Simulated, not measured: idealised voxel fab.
You're looking at the process module voxel ribs on slabs.
Each square cell in cross-section cut measures 5 nm, and the section as a whole is 265 nm wide.
When this document writes out a cross-section, it uses a grid of square cells and lists it as bands, beginning at the top and moving down, with a band standing for one or more rows of cells. Heads up on the band format: heights come first, top then bottom, in nm. After that it's the materials left to right, each with its width in nm. A single material flagged "all across" fills the whole band edge to edge, and "air" means there's empty space there. Where do heights start? At 0: under that level the wafer as delivered is made of one material only. And the lowest band has no floor; it just carries on downward, as in "0 -> down". Width "30..40": first value at the band's top row of cells, second value at its bottom row, equal change from row to row. "all unchanged", as given for a step, is the statement that not any cell of the cross-section underwent a change during that step. The list in "closed voids" covers empty spaces of 8 cells or more that cannot reach the top through any open way, and it gives each as width x height at distance; the distance is from the left edge, and width, height and distance are in nm. Where a step's line continues beyond its settings, the continuation is a remark by the simulator itself on that step. Steps that use a mask can have "overlay nm" on their line. It says how far the mask sat to the right of where it was meant to be. Negative means to the left.
Here's what the planned process steps look like
1) RECEIVE [material Si]
2) DIRECTIONAL_DEP [material SiO2] [thk nm 20]
3) DIRECTIONAL_DEP [material SiN] [thk nm 25]
4) PATTERN [tone cover] [mask id RIB] [material resist] [width nm 15] [thk nm 15] [overlay nm 0]
5) DIRECTIONAL_ETCH [etch materials SiN] [depth nm 15]
6) STRIP [etch materials resist]
7) MASKED_ETCH [tone cover] [mask id SLAB] [width nm 65] [etch materials SiN] [depth nm 10] [overlay nm 0]
8) FILL_DEP [material SiO2] [thk nm 30]
9) CMP [height nm 65]
10) DIRECTIONAL_DEP [material W] [thk nm 5]
11) DIRECTIONAL_DEP [material aC] [thk nm 10]
12) PATTERN [tone cover] [mask id HEATER] [material resist] [width nm 25] [thk nm 25] [overlay nm 0]
13) DIRECTIONAL_ETCH [etch materials aC] [depth nm 10]
14) STRIP [etch materials resist]
15) DIRECTIONAL_ETCH [etch materials W] [depth nm 5]
16) STRIP [etch materials aC]
17) CONFORMAL_DEP [material SiN] [thk nm 10]
Wafer at receipt (post step 1), cross-section
0 -> down: Si all across
closed voids: none
Wafer cross-section at module end: first of two, run to plan
80 -> 75: air: 110, SiN: 45, air: 110
75 -> 70: SiN all across
70 -> 65: SiN: 120, W: 25, SiN: 120
65 -> 45: SiO2 all across
45 -> 30: SiO2: 125, SiN: 15, SiO2: 125
30 -> 20: SiO2: 100, SiN: 65, SiO2: 100
20 -> 0: SiO2 all across
0 -> down: Si all across
closed voids: none
Cross-section at end of module for the second wafer of two, which matched the first in starting point and plan and differed by one mistake in its processing
80 -> 75: air: 110, SiN: 45, air: 110
75 -> 70: SiN all across
70 -> 65: SiN: 120, W: 25, SiN: 120
65 -> 45: SiO2 all across
45 -> 30: SiO2: 115, SiN: 15, SiO2: 135
30 -> 20: SiO2: 100, SiN: 65, SiO2: 100
20 -> 0: SiO2 all across
0 -> down: Si all across
closed voids: none
Against the plan, the run slipped here: step 4 did not happen as planned, as run it was PATTERN [tone cover] [mask id RIB] [material resist] [width nm 15] [thk nm 15] [overlay nm -10]
Upon completion, the cell count for each material on the second wafer equals that on the first, whereas the spatial distribution of those cells differs.
